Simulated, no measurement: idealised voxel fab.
process module | voxel transistor to metal
cross-section cut | 290 nm wide | cells 5 nm
A cross-section is a grid of square cells, given in bands from the top down. A band is one or more rows of cells.
Each band's line starts with the height of the band's top and of its bottom, in nm. Then come its materials from left to right, each with its width in nm. One material with "throughout" fills the band from edge to edge. "air" is empty space.
Height 0 is the level under which the wafer as received is all one material. The lowest band goes on downwards, as in "0 down".
A width such as "30 to 40" changes by the same amount from each row of cells to the next, from the band's top row to its bottom row.
"no change" after a step means that no cell of the cross-section changed.
closed voids: empty space of 8 cells or more with no open way to the top, each as width x height at its distance from the left edge, in nm
after a step's settings: what the simulator itself notes on the step
overlay nm, on a step with a mask: how far to the right of its planned place the mask lay; to the left if negative
plan
1 op RECEIVE | material Si
2 op OXIDIZE | depth nm 5
3 op CONFORMAL_DEP | material SiN | thk nm 10
4 op DIRECTIONAL_DEP | material aC | thk nm 10
5 op PATTERN | tone cover | mask id ACTIVE | material resist | width nm 100 | pitch nm 125 | thk nm 30 | overlay nm 0
6 op DIRECTIONAL_ETCH | etch materials aC | depth nm 10
7 op STRIP | etch materials resist
8 op DIRECTIONAL_ETCH | etch materials SiN | depth nm 10
9 op DIRECTIONAL_ETCH | etch materials SiO2 | depth nm 5
10 op DIRECTIONAL_ETCH | etch materials Si | depth nm 20
11 op STRIP | etch materials aC
12 op OXIDIZE | depth nm 5
13 op FILL_DEP | material SiO2 | thk nm 5
14 op CMP | height nm 10
15 op SELECTIVE_ETCH | etch materials SiO2 | depth nm 5
16 op STRIP | etch materials SiN
17 op SELECTIVE_ETCH | etch materials SiO2 | depth nm 5
18 op OXIDIZE | depth nm 5
19 op DIRECTIONAL_DEP | material polySi | thk nm 30
20 op DIRECTIONAL_DEP | material SiCN | thk nm 10
21 op MASKED_ETCH | tone cover | mask id GATE | width nm 30 | pitch nm 125 | etch materials SiCN | depth nm 20 | overlay nm 0
22 op MASKED_ETCH | tone cover | mask id GATE | width nm 30 | pitch nm 125 | etch materials polySi | depth nm 40 | overlay nm 0
23 op CONFORMAL_DEP | material SiN | thk nm 5
24 op DIRECTIONAL_ETCH | etch materials SiN | depth nm 5
25 op DIRECTIONAL_ETCH | etch materials SiO2 | depth nm 5
26 op DIRECTIONAL_ETCH | etch materials Si | depth nm 10
27 op EPI | material SiGe | thk nm 10
28 op FILL_DEP | material SiO2 | thk nm 5
29 op CMP | height nm 25
30 op STRIP | etch materials polySi
31 op SELECTIVE_ETCH | etch materials SiO2 | depth nm 5
32 op CONFORMAL_DEP | material HfO2 | thk nm 5
33 op CONFORMAL_DEP | material TiN | thk nm 5
34 op FILL_DEP | material W | thk nm 5
35 op CMP | height nm 20
36 op DIRECTIONAL_DEP | material SiO2 | thk nm 10
37 op DIRECTIONAL_DEP | material aC | thk nm 15
38 op PATTERN | tone open | mask id CONTACT | material resist | width nm 15 | thk nm 30 | overlay nm 0
39 op DIRECTIONAL_ETCH | etch materials aC | depth nm 15
40 op STRIP | etch materials resist
41 op DIRECTIONAL_ETCH | etch materials SiO2 | depth nm 40
42 op STRIP | etch materials aC
43 op CONFORMAL_DEP | material TiN | thk nm 5
44 op FILL_DEP | material Ru | thk nm 5
45 op CMP | height nm 30
46 op CONFORMAL_DEP | material SiN | thk nm 5
47 op DIRECTIONAL_DEP | material lowk | thk nm 25
48 op PATTERN | tone open | mask id METAL_1 | material resist | width nm 15 | thk nm 20 | overlay nm 0
49 op DIRECTIONAL_ETCH | etch materials lowk | depth nm 25
50 op DIRECTIONAL_ETCH | etch materials SiN | depth nm 5
51 op STRIP | etch materials resist
52 op CONFORMAL_DEP | material TiN | thk nm 5
53 op FILL_DEP | material Cu | thk nm 5
54 op CMP | height nm 60
55 op CONFORMAL_DEP | material SiN | thk nm 5
as received, after step 1
  0 down: Si throughout
  closed voids: none
a wafer at the end: this start, this plan, one mistake
  65 to 60: SiN throughout
  60 to 55: SiN 35 | TiN 15 | SiN 60 | TiN 15 | SiN 35 | TiN 15 | SiN 60 | TiN 15 | SiN 40
  55 to 30: lowk throughout
  30 to 20: SiO2 35 | TiN 5 | Ru 5 | TiN 5 | SiO2 60 | TiN 5 | Ru 5 | TiN 5 | SiO2 35 | TiN 5 | Ru 5 | TiN 5 | SiO2 60 | TiN 5 | Ru 5 | TiN 5 | SiO2 40
  20 to 0: SiO2 35 | TiN 5 | Ru 5 | TiN 5 | SiO2 10 | SiN 5 | HfO2 5 | TiN 5 | W 10 | TiN 5 | HfO2 5 | SiN 5 | SiO2 10 | TiN 5 | Ru 5 | TiN 5 | SiO2 35 | TiN 5 | Ru 5 | TiN 5 | SiO2 10 | SiN 5 | HfO2 5 | TiN 5 | W 10 | TiN 5 | HfO2 5 | SiN 5 | SiO2 10 | TiN 5 | Ru 5 | TiN 5 | SiO2 40
  0 to -5: SiO2 25 | SiN 5 | SiO2 5 | TiN 5 | Ru 5 | TiN 5 | SiGe 10 | SiN 5 | HfO2 5 | TiN 20 | HfO2 5 | SiN 5 | SiGe 10 | TiN 5 | Ru 5 | TiN 5 | SiO2 5 | SiN 5 | SiO2 15 | SiN 5 | SiO2 5 | TiN 5 | Ru 5 | TiN 5 | SiGe 10 | SiN 5 | HfO2 5 | TiN 20 | HfO2 5 | SiN 5 | SiGe 10 | TiN 5 | Ru 5 | TiN 5 | SiO2 5 | SiN 5 | SiO2 30
  -5 to -10: SiO2 35 | TiN 15 | SiGe 10 | HfO2 40 | SiGe 10 | TiN 15 | SiO2 35 | TiN 15 | SiGe 10 | HfO2 40 | SiGe 10 | TiN 15 | SiO2 40
  -10 to -20: SiO2 35 | SiGe 25 | Si 40 | SiGe 25 | SiO2 35 | SiGe 25 | Si 40 | SiGe 25 | SiO2 40
  -20 to -30: SiO2 35 | Si 90 | SiO2 35 | Si 90 | SiO2 40
  -30 down: Si throughout
  closed voids: none
what went wrong: steps 46 and 47 were swapped
